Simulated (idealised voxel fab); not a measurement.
The following is a process module called voxel transistor to metal.
Each square cell in cross-section cut measures 5 nm, and the section as a whole is 205 nm wide.
When this document writes out a cross-section, it uses a grid of square cells and lists it as bands, beginning at the top and moving down, with a band standing for one or more rows of cells.
Band entry format. Leading values: height of top, height of bottom, nm. Remainder: materials in left-to-right order, each with its width in nm. Special words: "throughout" on a single material, which then fills the band edge to edge; "air", empty space.
Heights are reckoned from 0. Under this level, the received wafer is all of one material. The bottommost band is open-ended downward, for example "z 0 and below".
Top row gets the first number, bottom row gets the second, and each row in between changes by the same step: that is how a band width like "30->40" works.
Step note "no change occurred" = no cross-section cell changed.
In "Completely sealed voids" the enclosed voids are listed, meaning empty spaces of 8 cells or larger without any opening to the top. The form is width x height at distance, distance from the left edge, units nm.
Step line, after settings: the simulator's comment on this step.
Each step line may optionally specify "overlay nm", which for a step with a mask gives the rightward distance between the mask's planned place and where it lay, a negative value indicating the leftward direction.
### So here's the lineup of process steps we planned
1. RECEIVE | material Si
2. OXIDIZE | depth nm 5
3. CONFORMAL_DEP | material SiN | thk nm 15
4. DIRECTIONAL_DEP | material aC | thk nm 10
5. PATTERN | tone cover | mask id ACTIVE | material resist | width nm 105 | thk nm 30 | overlay nm 0
6. DIRECTIONAL_ETCH | etch materials aC | depth nm 10
7. STRIP | etch materials resist
8. DIRECTIONAL_ETCH | etch materials SiN | depth nm 15
9. DIRECTIONAL_ETCH | etch materials SiO2 | depth nm 5
10. DIRECTIONAL_ETCH | etch materials Si | depth nm 35
11. STRIP | etch materials aC
12. FILL_DEP | material SiO2 | thk nm 15
13. CMP | height nm 15
14. SELECTIVE_ETCH | etch materials SiO2 | depth nm 5
15. STRIP | etch materials SiN
16. SELECTIVE_ETCH | etch materials SiO2 | depth nm 5
17. OXIDIZE | depth nm 5
18. DIRECTIONAL_DEP | material polySi | thk nm 25
19. DIRECTIONAL_DEP | material SiCN | thk nm 15
20. MASKED_ETCH | tone cover | mask id GATE | width nm 25 | etch materials SiCN | depth nm 25 | overlay nm 0
21. MASKED_ETCH | tone cover | mask id GATE | width nm 25 | etch materials polySi | depth nm 35 | overlay nm 0
22. CONFORMAL_DEP | material SiN | thk nm 5
23. DIRECTIONAL_ETCH | etch materials SiN | depth nm 5
24. DIRECTIONAL_ETCH | etch materials SiO2 | depth nm 5
25. EPI | material SiGe | thk nm 5
26. FILL_DEP | material SiO2 | thk nm 5
27. CMP | height nm 35
28. DIRECTIONAL_DEP | material SiO2 | thk nm 10
29. MASKED_ETCH | tone open | mask id CONTACT | width nm 30 | pitch nm 65 | etch materials SiO2 | depth nm 50 | overlay nm 0
30. CONFORMAL_DEP | material TiN | thk nm 5
31. FILL_DEP | material W | thk nm 5
32. CMP | height nm 45
33. DIRECTIONAL_DEP | material TiN | thk nm 5
34. DIRECTIONAL_DEP | material W | thk nm 25
35. MASKED_ETCH | tone cover | mask id METAL_1 | width nm 15 | pitch nm 80 | etch materials W | depth nm 25 | overlay nm 0
36. MASKED_ETCH | tone cover | mask id METAL_1 | width nm 15 | pitch nm 80 | etch materials TiN | depth nm 5 | overlay nm 0
37. FILL_DEP | material lowk | thk nm 5
38. CMP | height nm 75
39. CONFORMAL_DEP | material SiCN | thk nm 5
40. DIRECTIONAL_DEP | material lowk | thk nm 25
41. DIRECTIONAL_DEP | material aC | thk nm 15
42. PATTERN | tone open | mask id METAL_2 | material resist | width nm 15 | pitch nm 80 | thk nm 30 | overlay nm 0
43. DIRECTIONAL_ETCH | etch materials aC | depth nm 15
44. STRIP | etch materials resist
45. DIRECTIONAL_ETCH | etch materials lowk | depth nm 15
46. STRIP | etch materials aC
47. DIRECTIONAL_DEP | material aC | thk nm 10
48. PATTERN | tone open | mask id METAL_2_HOLES | material resist | width nm 15 | pitch nm 80 | thk nm 30 | overlay nm 0
49. DIRECTIONAL_ETCH | etch materials aC | depth nm 10
50. STRIP | etch materials resist
51. DIRECTIONAL_ETCH | etch materials lowk | depth nm 10
52. DIRECTIONAL_ETCH | etch materials SiCN | depth nm 5
53. STRIP | etch materials aC
54. CONFORMAL_DEP | material TiN | thk nm 5
55. FILL_DEP | material Cu | thk nm 5
56. CMP | height nm 105
57. CONFORMAL_DEP | material SiCN | thk nm 5
### Cross-section, incoming material, after step 1
    z 0 and below: Si throughout
    Completely sealed voids: none
### End-of-module cross-section of the first of two wafers, processed as planned
    z 110 to 105: SiCN throughout
    z 105 to 80: lowk: 55 / TiN: 5 / Cu: 5 / TiN: 5 / lowk: 65 / TiN: 5 / Cu: 5 / TiN: 5 / lowk: 55
    z 80 to 75: SiCN: 55 / TiN: 15 / SiCN: 65 / TiN: 15 / SiCN: 55
    z 75 to 50: lowk: 55 / W: 15 / lowk: 65 / W: 15 / lowk: 55
    z 50 to 45: lowk: 55 / TiN: 15 / lowk: 65 / TiN: 15 / lowk: 55
    z 45 to 35: SiO2: 55 / TiN: 5 / W: 20 / TiN: 5 / SiO2: 35 / TiN: 5 / W: 20 / TiN: 5 / SiO2: 55
    z 35 to 20: SiO2: 55 / TiN: 5 / W: 20 / TiN: 5 / SiN: 5 / SiCN: 25 / SiN: 5 / TiN: 5 / W: 20 / TiN: 5 / SiO2: 55
    z 20 to 5: SiO2: 55 / TiN: 5 / W: 20 / TiN: 5 / SiN: 5 / polySi: 25 / SiN: 5 / TiN: 5 / W: 20 / TiN: 5 / SiO2: 55
    z 5 to 0: SiO2: 45 / SiN: 5 / SiO2: 5 / TiN: 5 / W: 20 / TiN: 5 / SiN: 5 / polySi: 25 / SiN: 5 / TiN: 5 / W: 20 / TiN: 5 / SiO2: 5 / SiN: 5 / SiO2: 45
    z 0 to -5: SiO2: 45 / SiN: 5 / SiO2: 5 / TiN: 30 / SiN: 5 / polySi: 25 / SiN: 5 / TiN: 30 / SiO2: 5 / SiN: 5 / SiO2: 45
    z -5 to -10: SiO2: 50 / SiGe: 35 / SiO2: 35 / SiGe: 35 / SiO2: 50
    z -10 to -40: SiO2: 50 / Si: 105 / SiO2: 50
    z -40 and below: Si throughout
    Completely sealed voids: none
### Module end: cross-section of wafer two of two. Same start and process plan as the first wafer. One mistake during execution
    z 110 to 105: SiCN throughout
    z 105 to 80: lowk: 55 / TiN: 5 / Cu: 5 / TiN: 5 / lowk: 65 / TiN: 5 / Cu: 5 / TiN: 5 / lowk: 55
    z 80 to 75: SiCN: 55 / TiN: 15 / SiCN: 65 / TiN: 15 / SiCN: 55
    z 75 to 50: SiCN throughout
    z 50 to 45: TiN throughout
    z 45 to 35: SiO2: 55 / TiN: 5 / W: 20 / TiN: 5 / SiO2: 35 / TiN: 5 / W: 20 / TiN: 5 / SiO2: 55
    z 35 to 20: SiO2: 55 / TiN: 5 / W: 20 / TiN: 5 / SiN: 5 / SiCN: 25 / SiN: 5 / TiN: 5 / W: 20 / TiN: 5 / SiO2: 55
    z 20 to 5: SiO2: 55 / TiN: 5 / W: 20 / TiN: 5 / SiN: 5 / polySi: 25 / SiN: 5 / TiN: 5 / W: 20 / TiN: 5 / SiO2: 55
    z 5 to 0: SiO2: 45 / SiN: 5 / SiO2: 5 / TiN: 5 / W: 20 / TiN: 5 / SiN: 5 / polySi: 25 / SiN: 5 / TiN: 5 / W: 20 / TiN: 5 / SiO2: 5 / SiN: 5 / SiO2: 45
    z 0 to -5: SiO2: 45 / SiN: 5 / SiO2: 5 / TiN: 30 / SiN: 5 / polySi: 25 / SiN: 5 / TiN: 30 / SiO2: 5 / SiN: 5 / SiO2: 45
    z -5 to -10: SiO2: 50 / SiGe: 35 / SiO2: 35 / SiGe: 35 / SiO2: 50
    z -10 to -40: SiO2: 50 / Si: 105 / SiO2: 50
    z -40 and below: Si throughout
    Completely sealed voids: none
Misprocessing identified: step 34 ran as: DIRECTIONAL_DEP | material SiCN | thk nm 25
Final difference in cells, second wafer against first, listed per material as more or fewer: SiCN: 205 more | TiN: 35 more | W: 30 fewer | lowk: 210 fewer
